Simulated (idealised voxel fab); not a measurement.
process module | voxel self aligned contacts
cross-section cut | 220 nm wide | cells 5 nm
A cross-section is a grid of square cells, given in bands from the top down. A band is one or more rows of cells.
Each band's line starts with the height of the band's top and of its bottom, in nm. Then come its materials from left to right, each with its width in nm. One material with "throughout" fills the band from edge to edge. "air" is empty space.
Height 0 is the level under which the wafer as received is all one material. The lowest band goes on downwards, as in "0 down".
A width such as "30 to 40" changes by the same amount from each row of cells to the next, from the band's top row to its bottom row.
"no change" after a step means that no cell of the cross-section changed.
closed voids: empty space of 8 cells or more with no open way to the top, each as width x height at its distance from the left edge, in nm
after a step's settings: what the simulator itself notes on the step
overlay nm, on a step with a mask: how far to the right of its planned place the mask lay; to the left if negative
plan
1 op RECEIVE | material Si
2 op CONFORMAL_DEP | material SiO2 | thk nm 5
3 op DIRECTIONAL_DEP | material polySi | thk nm 20
4 op DIRECTIONAL_DEP | material SiN | thk nm 15
5 op DIRECTIONAL_DEP | material aC | thk nm 15
6 op PATTERN | tone cover | mask id GATE | material resist | width nm 30 | pitch nm 65 | thk nm 35 | overlay nm 0
7 op DIRECTIONAL_ETCH | etch materials aC | depth nm 15
8 op STRIP | etch materials resist
9 op DIRECTIONAL_ETCH | etch materials SiN | depth nm 15
10 op DIRECTIONAL_ETCH | etch materials polySi | depth nm 20
11 op STRIP | etch materials aC
12 op CONFORMAL_DEP | material SiN | thk nm 5
13 op DIRECTIONAL_ETCH | etch materials SiN | depth nm 5
14 op FILL_DEP | material SiO2 | thk nm 15
15 op CMP | height nm 45
16 op MASKED_ETCH | tone open | mask id CONTACT | width nm 45 | etch materials SiO2 | depth nm 45 | overlay nm 0
17 op CONFORMAL_DEP | material TiN | thk nm 5
18 op FILL_DEP | material Ru | thk nm 10
19 op CMP | height nm 45
20 op CONFORMAL_DEP | material SiCN | thk nm 5
first wafer, as planned
as received, after step 1
  0 down: Si throughout
  closed voids: none
after step 2
  5 to 0: SiO2 throughout
  below 0: unchanged
after step 3
  25 to 5: polySi throughout
  below 5: unchanged
after step 4
  40 to 25: SiN throughout
  below 25: unchanged
after step 5
  55 to 40: aC throughout
  below 40: unchanged
after step 6
  90 to 55: air 60 | resist 30 | air 35 | resist 30 | air 65
  below 55: unchanged
after step 7
  75 to 55: air 60 | resist 30 | air 35 | resist 30 | air 65
  55 to 40: air 60 | aC 30 | air 35 | aC 30 | air 65
  below 40: unchanged
after step 8
  55 to 40: air 60 | aC 30 | air 35 | aC 30 | air 65
  below 40: unchanged
after step 9
  55 to 40: air 60 | aC 30 | air 35 | aC 30 | air 65
  40 to 25: air 60 | SiN 30 | air 35 | SiN 30 | air 65
  below 25: unchanged
after step 10
  55 to 40: air 60 | aC 30 | air 35 | aC 30 | air 65
  40 to 25: air 60 | SiN 30 | air 35 | SiN 30 | air 65
  25 to 5: air 60 | polySi 30 | air 35 | polySi 30 | air 65
  below 5: unchanged
after step 11
  40 to 25: air 60 | SiN 30 | air 35 | SiN 30 | air 65
  below 25: unchanged
after step 12
  45 to 25: air 55 | SiN 40 | air 25 | SiN 40 | air 60
  25 to 10: air 55 | SiN 5 | polySi 30 | SiN 5 | air 25 | SiN 5 | polySi 30 | SiN 5 | air 60
  10 to 5: SiN 60 | polySi 30 | SiN 35 | polySi 30 | SiN 65
  below 5: unchanged
after step 13
  40 to 25: air 55 | SiN 40 | air 25 | SiN 40 | air 60
  25 to 5: air 55 | SiN 5 | polySi 30 | SiN 5 | air 25 | SiN 5 | polySi 30 | SiN 5 | air 60
  below 5: unchanged
after step 14
  55 to 40: SiO2 throughout
  40 to 25: SiO2 55 | SiN 40 | SiO2 25 | SiN 40 | SiO2 60
  25 to 5: SiO2 55 | SiN 5 | polySi 30 | SiN 5 | SiO2 25 | SiN 5 | polySi 30 | SiN 5 | SiO2 60
  below 5: unchanged
after step 15
  45 to 40: SiO2 throughout
  below 40: unchanged
after step 16
  45 to 40: SiO2 85 | air 45 | SiO2 90
  40 to 25: SiO2 55 | SiN 40 | air 25 | SiN 40 | SiO2 60
  25 to 5: SiO2 55 | SiN 5 | polySi 30 | SiN 5 | air 25 | SiN 5 | polySi 30 | SiN 5 | SiO2 60
  5 to 0: SiO2 95 | air 25 | SiO2 100
  below 0: unchanged
after step 17
  50 to 45: TiN 90 | air 35 | TiN 95
  45 to 40: SiO2 85 | TiN 15 | air 15 | TiN 15 | SiO2 90
  40 to 25: SiO2 55 | SiN 40 | TiN 5 | air 15 | TiN 5 | SiN 40 | SiO2 60
  25 to 5: SiO2 55 | SiN 5 | polySi 30 | SiN 5 | TiN 5 | air 15 | TiN 5 | SiN 5 | polySi 30 | SiN 5 | SiO2 60
  5 to 0: SiO2 95 | TiN 25 | SiO2 100
  below 0: unchanged
after step 18
  60 to 50: Ru throughout
  50 to 45: TiN 90 | Ru 35 | TiN 95
  45 to 40: SiO2 85 | TiN 15 | Ru 15 | TiN 15 | SiO2 90
  40 to 25: SiO2 55 | SiN 40 | TiN 5 | Ru 15 | TiN 5 | SiN 40 | SiO2 60
  25 to 5: SiO2 55 | SiN 5 | polySi 30 | SiN 5 | TiN 5 | Ru 15 | TiN 5 | SiN 5 | polySi 30 | SiN 5 | SiO2 60
  below 5: unchanged
after step 19
  45 to 40: SiO2 85 | TiN 15 | Ru 15 | TiN 15 | SiO2 90
  below 40: unchanged
after step 20
  50 to 45: SiCN throughout
  below 45: unchanged
second wafer: like start, like plan, one mistake. Through step 5 it matches the first wafer
when step 6 should have ended
  90 to 55: resist 60 | air 30 | resist 35 | air 30 | resist 65
  below 55: unchanged
when step 7 should have ended
  75 to 55: resist 60 | air 30 | resist 35 | air 30 | resist 65
  55 to 40: aC 60 | air 30 | aC 35 | air 30 | aC 65
  below 40: unchanged
when step 8 should have ended
  55 to 40: aC 60 | air 30 | aC 35 | air 30 | aC 65
  below 40: unchanged
when step 9 should have ended
  55 to 40: aC 60 | air 30 | aC 35 | air 30 | aC 65
  40 to 25: SiN 60 | air 30 | SiN 35 | air 30 | SiN 65
  below 25: unchanged
when step 10 should have ended
  55 to 40: aC 60 | air 30 | aC 35 | air 30 | aC 65
  40 to 25: SiN 60 | air 30 | SiN 35 | air 30 | SiN 65
  25 to 5: polySi 60 | air 30 | polySi 35 | air 30 | polySi 65
  below 5: unchanged
when step 11 should have ended
  40 to 25: SiN 60 | air 30 | SiN 35 | air 30 | SiN 65
  below 25: unchanged
when step 12 should have ended
  45 to 25: SiN 65 | air 20 | SiN 45 | air 20 | SiN 70
  25 to 10: polySi 60 | SiN 5 | air 20 | SiN 5 | polySi 35 | SiN 5 | air 20 | SiN 5 | polySi 65
  10 to 5: polySi 60 | SiN 30 | polySi 35 | SiN 30 | polySi 65
  below 5: unchanged
when step 13 should have ended
  40 to 25: SiN 65 | air 20 | SiN 45 | air 20 | SiN 70
  25 to 5: polySi 60 | SiN 5 | air 20 | SiN 5 | polySi 35 | SiN 5 | air 20 | SiN 5 | polySi 65
  below 5: unchanged
when step 14 should have ended
  55 to 40: SiO2 throughout
  40 to 25: SiN 65 | SiO2 20 | SiN 45 | SiO2 20 | SiN 70
  25 to 5: polySi 60 | SiN 5 | SiO2 20 | SiN 5 | polySi 35 | SiN 5 | SiO2 20 | SiN 5 | polySi 65
  below 5: unchanged
when step 15 should have ended
  45 to 40: SiO2 throughout
  below 40: unchanged
when step 16 should have ended
  45 to 40: SiO2 85 | air 45 | SiO2 90
  below 40: unchanged
when step 17 should have ended
  50 to 45: TiN 90 | air 35 | TiN 95
  45 to 40: SiO2 85 | TiN 45 | SiO2 90
  below 40: unchanged
when step 18 should have ended
  60 to 50: Ru throughout
  50 to 45: TiN 90 | Ru 35 | TiN 95
  below 45: unchanged
when step 19 should have ended
  45 to 40: SiO2 85 | TiN 45 | SiO2 90
  below 40: unchanged
when step 20 should have ended
  50 to 45: SiCN throughout
  below 45: unchanged
what went wrong: step 6 ran as: op PATTERN | tone open | mask id GATE | material resist | width nm 30 | pitch nm 65 | thk nm 35 | overlay nm 0
at the end the second wafer has, in cells: 24 fewer of Ru | 60 more of SiN | 100 fewer of SiO2 | 16 fewer of TiN | 80 more of polySi
